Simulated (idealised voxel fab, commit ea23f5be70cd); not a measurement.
Module name: voxel gate over fins (process module)
It is cross-section cut that appears here, measuring 300 nm in width, its square cells being 5 nm in size.
Bands, listed from the top down, are how a cross-section gets written in this document; the cross-section itself is a grid of square cells, and a band is one or more rows of them. Band: top height; bottom height; in nm. Then, left to right: material with width in nm, for each material. "edge to edge": a single material spanning edge to edge. "empty": empty space. Where do heights start? At 0: under that level the wafer as delivered is made of one material only. And the lowest band has no floor; it just carries on downward, as in "0 and below". It should be noted that a width expressed as "30->40" varies in equal increments from row to row of cells within the band, taking the value of the first number at the top row and that of the second number at the bottom row. The designation "remained unchanged", where it is given for a processing step, indicates that no cell of the cross-section was altered in the course of that step. "Sealed internal voids" contains a list of empty spaces, each no smaller than 8 cells and without an open way to the top, written in the form width x height at distance with the distance from the left edge and all three in nm. Whatever follows a step's settings on its line is a remark the simulator itself makes about that step. The optional step-line setting "overlay nm" applies to steps with a mask and quantifies how far to the right of its planned location the mask lay, a negative value indicating leftward placement.
Steps planned for the process
1,RECEIVE with material Si
2,CONFORMAL_DEP with material SiN, thk nm 10
3,PATTERN with tone cover, mask id FINS, material resist, width nm 15, pitch nm 45, thk nm 20, overlay nm 0
4,DIRECTIONAL_ETCH with etch materials SiN, depth nm 10
5,DIRECTIONAL_ETCH with etch materials Si, depth nm 40
6,STRIP with etch materials resist
7,OXIDIZE with depth nm 5
8,FILL_DEP with material SiO2, thk nm 5
9,CMP with height nm 10
10,SELECTIVE_ETCH with etch materials SiO2, depth nm 20
11,STRIP with etch materials SiN
12,CONFORMAL_DEP with material HfO2, thk nm 5
13,CONFORMAL_DEP with material TiN, thk nm 5
14,CONFORMAL_DEP with material TiAl, thk nm 5
15,CONFORMAL_DEP with material TiN, thk nm 5
16,FILL_DEP with material W, thk nm 10
17,CMP with height nm 25
18,CONFORMAL_DEP with material SiN, thk nm 5
First wafer out of two, processed as planned
Received-state cross-section, reflecting completion of step 1
> 0 and below  Si edge to edge
> Sealed internal voids: none
Wafer section view after processing step 2
> 10 down to 0  SiN edge to edge
> At heights below 0, the structure remains unaltered.
Wafer section view after processing step 3
> 30 down to 10  120 nm empty / 15 nm resist / 30 nm empty / 15 nm resist / 120 nm empty
> At heights below 10, the structure remains unaltered.
Wafer section view after processing step 4
> 30 down to 10  120 nm empty / 15 nm resist / 30 nm empty / 15 nm resist / 120 nm empty
> 10 down to 0  120 nm empty / 15 nm SiN / 30 nm empty / 15 nm SiN / 120 nm empty
> At heights below 0, the structure remains unaltered.
Wafer section view after processing step 5
> 30 down to 10  120 nm empty / 15 nm resist / 30 nm empty / 15 nm resist / 120 nm empty
> 10 down to 0  120 nm empty / 15 nm SiN / 30 nm empty / 15 nm SiN / 120 nm empty
> 0 down to -40  120 nm empty / 15 nm Si / 30 nm empty / 15 nm Si / 120 nm empty
> At heights below -40, the structure remains unaltered.
Wafer section view after processing step 6
> 10 down to 0  120 nm empty / 15 nm SiN / 30 nm empty / 15 nm SiN / 120 nm empty
> At heights below 0, the structure remains unaltered.
Wafer section view after processing step 7
> 10 down to 0  120 nm empty / 15 nm SiN / 30 nm empty / 15 nm SiN / 120 nm empty
> 0 down to -40  120 nm empty / 5 nm SiO2 / 5 nm Si / 5 nm SiO2 / 30 nm empty / 5 nm SiO2 / 5 nm Si / 5 nm SiO2 / 120 nm empty
> -40 down to -45  125 nm SiO2 / 5 nm Si / 40 nm SiO2 / 5 nm Si / 125 nm SiO2
> At heights below -45, the structure remains unaltered.
Wafer section view after processing step 8
> 15 down to 10  SiO2 edge to edge
> 10 down to 0  120 nm SiO2 / 15 nm SiN / 30 nm SiO2 / 15 nm SiN / 120 nm SiO2
> 0 down to -45  125 nm SiO2 / 5 nm Si / 40 nm SiO2 / 5 nm Si / 125 nm SiO2
> At heights below -45, the structure remains unaltered.
Wafer section view after processing step 9
> 10 down to 0  120 nm SiO2 / 15 nm SiN / 30 nm SiO2 / 15 nm SiN / 120 nm SiO2
> At heights below 0, the structure remains unaltered.
Wafer section view after processing step 10
> 10 down to 0  120 nm empty / 15 nm SiN / 30 nm empty / 15 nm SiN / 120 nm empty
> 0 down to -10  125 nm empty / 5 nm Si / 40 nm empty / 5 nm Si / 125 nm empty
> At heights below -10, the structure remains unaltered.
Wafer section view after processing step 11
> 0 down to -10  125 nm empty / 5 nm Si / 40 nm empty / 5 nm Si / 125 nm empty
> At heights below -10, the structure remains unaltered.
Wafer section view after processing step 12
> 5 down to 0  120 nm empty / 15 nm HfO2 / 30 nm empty / 15 nm HfO2 / 120 nm empty
> 0 down to -5  120 nm empty / 5 nm HfO2 / 5 nm Si / 5 nm HfO2 / 30 nm empty / 5 nm HfO2 / 5 nm Si / 5 nm HfO2 / 120 nm empty
> -5 down to -10  125 nm HfO2 / 5 nm Si / 40 nm HfO2 / 5 nm Si / 125 nm HfO2
> At heights below -10, the structure remains unaltered.
Wafer section view after processing step 13
> 10 down to 5  115 nm empty / 25 nm TiN / 20 nm empty / 25 nm TiN / 115 nm empty
> 5 down to 0  115 nm empty / 5 nm TiN / 15 nm HfO2 / 5 nm TiN / 20 nm empty / 5 nm TiN / 15 nm HfO2 / 5 nm TiN / 115 nm empty
> 0 down to -5  120 nm TiN / 5 nm HfO2 / 5 nm Si / 5 nm HfO2 / 30 nm TiN / 5 nm HfO2 / 5 nm Si / 5 nm HfO2 / 120 nm TiN
> At heights below -5, the structure remains unaltered.
Wafer section view after processing step 14
> 15 down to 10  110 nm empty / 35 nm TiAl / 10 nm empty / 35 nm TiAl / 110 nm empty
> 10 down to 5  110 nm empty / 5 nm TiAl / 25 nm TiN / 5 nm TiAl / 10 nm empty / 5 nm TiAl / 25 nm TiN / 5 nm TiAl / 110 nm empty
> 5 down to 0  115 nm TiAl / 5 nm TiN / 15 nm HfO2 / 5 nm TiN / 20 nm TiAl / 5 nm TiN / 15 nm HfO2 / 5 nm TiN / 115 nm TiAl
> At heights below 0, the structure remains unaltered.
Wafer section view after processing step 15
> 20 down to 15  105 nm empty / 90 nm TiN / 105 nm empty
> 15 down to 10  105 nm empty / 5 nm TiN / 35 nm TiAl / 10 nm TiN / 35 nm TiAl / 5 nm TiN / 105 nm empty
> 10 down to 5  110 nm TiN / 5 nm TiAl / 25 nm TiN / 5 nm TiAl / 10 nm TiN / 5 nm TiAl / 25 nm TiN / 5 nm TiAl / 110 nm TiN
> At heights below 5, the structure remains unaltered.
Wafer section view after processing step 16
> 30 down to 20  W edge to edge
> 20 down to 15  105 nm W / 90 nm TiN / 105 nm W
> 15 down to 10  105 nm W / 5 nm TiN / 35 nm TiAl / 10 nm TiN / 35 nm TiAl / 5 nm TiN / 105 nm W
> At heights below 10, the structure remains unaltered.
Wafer section view after processing step 17
> 25 down to 20  W edge to edge
> At heights below 20, the structure remains unaltered.
Wafer section view after processing step 18
> 30 down to 25  SiN edge to edge
> At heights below 25, the structure remains unaltered.
Second wafer, same starting state and plan as the first, one mistake in the run, identical through step 9
X-section, second wafer, when step 10 was due to finish
> 10 down to 0  120 nm empty / 15 nm SiN / 30 nm empty / 15 nm SiN / 120 nm empty
> 0 down to -30  125 nm empty / 5 nm Si / 40 nm empty / 5 nm Si / 125 nm empty
> At heights below -30, the structure remains unaltered.
X-section, second wafer, when step 11 was due to finish
> 0 down to -30  125 nm empty / 5 nm Si / 40 nm empty / 5 nm Si / 125 nm empty
> At heights below -30, the structure remains unaltered.
X-section, second wafer, when step 12 was due to finish
> 5 down to 0  120 nm empty / 15 nm HfO2 / 30 nm empty / 15 nm HfO2 / 120 nm empty
> 0 down to -25  120 nm empty / 5 nm HfO2 / 5 nm Si / 5 nm HfO2 / 30 nm empty / 5 nm HfO2 / 5 nm Si / 5 nm HfO2 / 120 nm empty
> -25 down to -30  125 nm HfO2 / 5 nm Si / 40 nm HfO2 / 5 nm Si / 125 nm HfO2
> At heights below -30, the structure remains unaltered.
X-section, second wafer, when step 13 was due to finish
> 10 down to 5  115 nm empty / 25 nm TiN / 20 nm empty / 25 nm TiN / 115 nm empty
> 5 down to 0  115 nm empty / 5 nm TiN / 15 nm HfO2 / 5 nm TiN / 20 nm empty / 5 nm TiN / 15 nm HfO2 / 5 nm TiN / 115 nm empty
> 0 down to -20  115 nm empty / 5 nm TiN / 5 nm HfO2 / 5 nm Si / 5 nm HfO2 / 5 nm TiN / 20 nm empty / 5 nm TiN / 5 nm HfO2 / 5 nm Si / 5 nm HfO2 / 5 nm TiN / 115 nm empty
> -20 down to -25  120 nm TiN / 5 nm HfO2 / 5 nm Si / 5 nm HfO2 / 30 nm TiN / 5 nm HfO2 / 5 nm Si / 5 nm HfO2 / 120 nm TiN
> At heights below -25, the structure remains unaltered.
X-section, second wafer, when step 14 was due to finish
> 15 down to 10  110 nm empty / 35 nm TiAl / 10 nm empty / 35 nm TiAl / 110 nm empty
> 10 down to 5  110 nm empty / 5 nm TiAl / 25 nm TiN / 5 nm TiAl / 10 nm empty / 5 nm TiAl / 25 nm TiN / 5 nm TiAl / 110 nm empty
> 5 down to 0  110 nm empty / 5 nm TiAl / 5 nm TiN / 15 nm HfO2 / 5 nm TiN / 5 nm TiAl / 10 nm empty / 5 nm TiAl / 5 nm TiN / 15 nm HfO2 / 5 nm TiN / 5 nm TiAl / 110 nm empty
> 0 down to -15  110 nm empty / 5 nm TiAl / 5 nm TiN / 5 nm HfO2 / 5 nm Si / 5 nm HfO2 / 5 nm TiN / 5 nm TiAl / 10 nm empty / 5 nm TiAl / 5 nm TiN / 5 nm HfO2 / 5 nm Si / 5 nm HfO2 / 5 nm TiN / 5 nm TiAl / 110 nm empty
> -15 down to -20  115 nm TiAl / 5 nm TiN / 5 nm HfO2 / 5 nm Si / 5 nm HfO2 / 5 nm TiN / 20 nm TiAl / 5 nm TiN / 5 nm HfO2 / 5 nm Si / 5 nm HfO2 / 5 nm TiN / 115 nm TiAl
> At heights below -20, the structure remains unaltered.
X-section, second wafer, when step 15 was due to finish
> 20 down to 15  105 nm empty / 90 nm TiN / 105 nm empty
> 15 down to 10  105 nm empty / 5 nm TiN / 35 nm TiAl / 10 nm TiN / 35 nm TiAl / 5 nm TiN / 105 nm empty
> 10 down to 5  105 nm empty / 5 nm TiN / 5 nm TiAl / 25 nm TiN / 5 nm TiAl / 10 nm TiN / 5 nm TiAl / 25 nm TiN / 5 nm TiAl / 5 nm TiN / 105 nm empty
> 5 down to 0  105 nm empty / 5 nm TiN / 5 nm TiAl / 5 nm TiN / 15 nm HfO2 / 5 nm TiN / 5 nm TiAl / 10 nm TiN / 5 nm TiAl / 5 nm TiN / 15 nm HfO2 / 5 nm TiN / 5 nm TiAl / 5 nm TiN / 105 nm empty
> 0 down to -10  105 nm empty / 5 nm TiN / 5 nm TiAl / 5 nm TiN / 5 nm HfO2 / 5 nm Si / 5 nm HfO2 / 5 nm TiN / 5 nm TiAl / 10 nm TiN / 5 nm TiAl / 5 nm TiN / 5 nm HfO2 / 5 nm Si / 5 nm HfO2 / 5 nm TiN / 5 nm TiAl / 5 nm TiN / 105 nm empty
> -10 down to -15  110 nm TiN / 5 nm TiAl / 5 nm TiN / 5 nm HfO2 / 5 nm Si / 5 nm HfO2 / 5 nm TiN / 5 nm TiAl / 10 nm TiN / 5 nm TiAl / 5 nm TiN / 5 nm HfO2 / 5 nm Si / 5 nm HfO2 / 5 nm TiN / 5 nm TiAl / 110 nm TiN
> At heights below -15, the structure remains unaltered.
X-section, second wafer, when step 16 was due to finish
> 30 down to 20  W edge to edge
> 20 down to 15  105 nm W / 90 nm TiN / 105 nm W
> 15 down to 10  105 nm W / 5 nm TiN / 35 nm TiAl / 10 nm TiN / 35 nm TiAl / 5 nm TiN / 105 nm W
> 10 down to 5  105 nm W / 5 nm TiN / 5 nm TiAl / 25 nm TiN / 5 nm TiAl / 10 nm TiN / 5 nm TiAl / 25 nm TiN / 5 nm TiAl / 5 nm TiN / 105 nm W
> 5 down to 0  105 nm W / 5 nm TiN / 5 nm TiAl / 5 nm TiN / 15 nm HfO2 / 5 nm TiN / 5 nm TiAl / 10 nm TiN / 5 nm TiAl / 5 nm TiN / 15 nm HfO2 / 5 nm TiN / 5 nm TiAl / 5 nm TiN / 105 nm W
> 0 down to -10  105 nm W / 5 nm TiN / 5 nm TiAl / 5 nm TiN / 5 nm HfO2 / 5 nm Si / 5 nm HfO2 / 5 nm TiN / 5 nm TiAl / 10 nm TiN / 5 nm TiAl / 5 nm TiN / 5 nm HfO2 / 5 nm Si / 5 nm HfO2 / 5 nm TiN / 5 nm TiAl / 5 nm TiN / 105 nm W
> At heights below -10, the structure remains unaltered.
X-section, second wafer, when step 17 was due to finish
> 25 down to 20  W edge to edge
> At heights below 20, the structure remains unaltered.
X-section, second wafer, when step 18 was due to finish
> 30 down to 25  SiN edge to edge
> At heights below 25, the structure remains unaltered.
Deviation noted in wafer processing: step 10 of the plan saw execution twice
FYI, end of process, the second wafer has more or fewer cells of some materials than the first: HfO2 +16; SiO2 -232; TiAl +16; TiN +32; W +168
